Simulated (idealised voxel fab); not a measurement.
Module name: voxel released beams (process module)
Section shown: cut. Width: 265 nm. Cell size: 5 nm, square.
Each cross-section below is a grid of square cells, stated as bands in top-down order, with one or more rows of cells making up each band. In this notation a band is specified by the heights of its top and bottom, in that order and in nm, after which its materials appear from left to right, each paired with its width in nm. The word "all across" attached to a single material means that material fills the band from edge to edge; the word "blank" stands for empty space. The reference from which all heights are counted is 0, the level beneath which the as-received wafer is entirely one material; the lowest band, having no lower bound, proceeds downward and is written after the example "0..down". A width given as "30 to 40" starts at the first number in the band's top row and ends at the second number in its bottom row, shifting by an equal amount at every step from row to row. "no alterations made" -> step changed no cross-section cell. If an empty space has no open way to the top and is at least 8 cells in size, "Closed void inventory" lists it, written width x height at distance, where distance is measured from the left edge and every value is in nm. Formally, on a step line, whatever follows the settings is a remark that the simulator itself makes on the step. "overlay nm" on a masked step: distance the mask lay right of its planned place, negative for left.

-- The process steps that were planned are listed below
1) RECEIVE (material Si)
2) CONFORMAL_DEP (material SiN; thk nm 10)
3) DIRECTIONAL_DEP (material SiO2; thk nm 15)
4) PATTERN (tone open; mask id ANCHOR; material resist; width nm 40; thk nm 15; overlay nm 0)
5) DIRECTIONAL_ETCH (etch materials SiO2; depth nm 15)
6) STRIP (etch materials resist)
7) CONFORMAL_DEP (material W; thk nm 15)
8) DIRECTIONAL_DEP (material aC; thk nm 10)
9) PATTERN (tone cover; mask id BEAM; material resist; width nm 90; thk nm 30; overlay nm 0)
10) DIRECTIONAL_ETCH (etch materials aC; depth nm 10)
11) STRIP (etch materials resist)
12) DIRECTIONAL_ETCH (etch materials W; depth nm 15)
13) STRIP (etch materials aC)
14) STRIP (etch materials SiO2)

-- The cross-section here shows the wafer as received, i.e. in its state after step 1
* 0..down | Si all across
* Closed void inventory: none

-- Wafer cross-section at end of module: start and plan as shown above, one execution error
* 40..25 | blank (85) / W (90) / blank (90)
* 25..15 | SiN all across
* 15..0 | SiO2 all across
* 0..down | Si all across
* Closed void inventory: none
So what did we get wrong on this run? mixed up steps 2 and 3 - ran each in the other's place
